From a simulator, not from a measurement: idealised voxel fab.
The process module that follows is named voxel ribs on slabs.
Section cut is 165 nm wide and gridded with 5 nm square cells.
In this document a cross-section is written as a grid of square cells. It is given as a series of bands, listed from the top down, and a band is one or more rows of cells. First you get the band's top height and its bottom height, in nm, and then the materials it's made of, left to right, with each width in nm. If you see a single material with "full width", that one covers the band edge to edge. "blank" is empty space. Zero point of the height axis is 0; under it, received wafer = one material. Lowest band: continues down indefinitely, "top 0, no bottom". Per-row width for "30 to 40": begins at first number (top row of band), ends at second number (bottom row), increment between rows held constant. "no alteration" after a step means that no cell of the cross-section changed. Closed void table: empty space of 8 cells or more with no open way to the top, each as width x height at its distance from the left edge, in nm. What comes after the settings on a step's line is commentary from the simulator itself on that step. "overlay nm" on a masked step: distance the mask lay right of its planned place, negative for left.
[The process steps that were planned are listed below]
1 RECEIVE,material Si
2 DIRECTIONAL_DEP,material SiO2,thk nm 20
3 DIRECTIONAL_DEP,material polySi,thk nm 20
4 PATTERN,tone cover,mask id RIB,material resist,width nm 15,thk nm 15,overlay nm 0
5 DIRECTIONAL_ETCH,etch materials polySi,depth nm 15
6 STRIP,etch materials resist
7 DIRECTIONAL_DEP,material aC,thk nm 15
8 PATTERN,tone cover,mask id SLAB,material resist,width nm 55,thk nm 30,overlay nm 0
9 DIRECTIONAL_ETCH,etch materials aC,depth nm 15
10 STRIP,etch materials resist
11 DIRECTIONAL_ETCH,etch materials polySi,depth nm 5
12 STRIP,etch materials aC
13 FILL_DEP,material SiO2,thk nm 30
14 CMP,height nm 60
15 DIRECTIONAL_DEP,material W,thk nm 5
16 DIRECTIONAL_DEP,material aC,thk nm 15
17 PATTERN,tone cover,mask id HEATER,material resist,width nm 25,thk nm 35,overlay nm 0
18 DIRECTIONAL_ETCH,etch materials aC,depth nm 15
19 STRIP,etch materials resist
20 DIRECTIONAL_ETCH,etch materials W,depth nm 5
21 STRIP,etch materials aC
22 CONFORMAL_DEP,material SiO2,thk nm 5
[The cross-section here shows the wafer as received, i.e. in its state after step 1]
    top 0, no bottom | Si full width
    Closed void table: none
[Cross-sectional view of the first of the two wafers upon completion of the module, processed in accordance with the plan]
    top 70, bottom 65 | blank=65 / SiO2=35 / blank=65
    top 65, bottom 60 | SiO2=70 / W=25 / SiO2=70
    top 60, bottom 40 | SiO2 full width
    top 40, bottom 25 | SiO2=75 / polySi=15 / SiO2=75
    top 25, bottom 20 | SiO2=55 / polySi=55 / SiO2=55
    top 20, bottom 0 | SiO2 full width
    top 0, no bottom | Si full width
    Closed void table: none
[The second wafer, shown in cross-section after the module: started the same way as the first and given the same plan, yet one mistake crept into how it was run]
    top 70, bottom 65 | blank=65 / SiO2=35 / blank=65
    top 65, bottom 60 | SiO2=70 / W=25 / SiO2=70
    top 60, bottom 45 | SiO2=75 / polySi=15 / SiO2=75
    top 45, bottom 40 | SiO2=55 / polySi=55 / SiO2=55
    top 40, bottom 0 | SiO2 full width
    top 0, no bottom | Si full width
    Closed void table: none
Error vs. plan: it should be noted that step 2 of the plan was executed twice
At the end, the second wafer has the same number of cells of each material as the first, but those cells sit in other places.
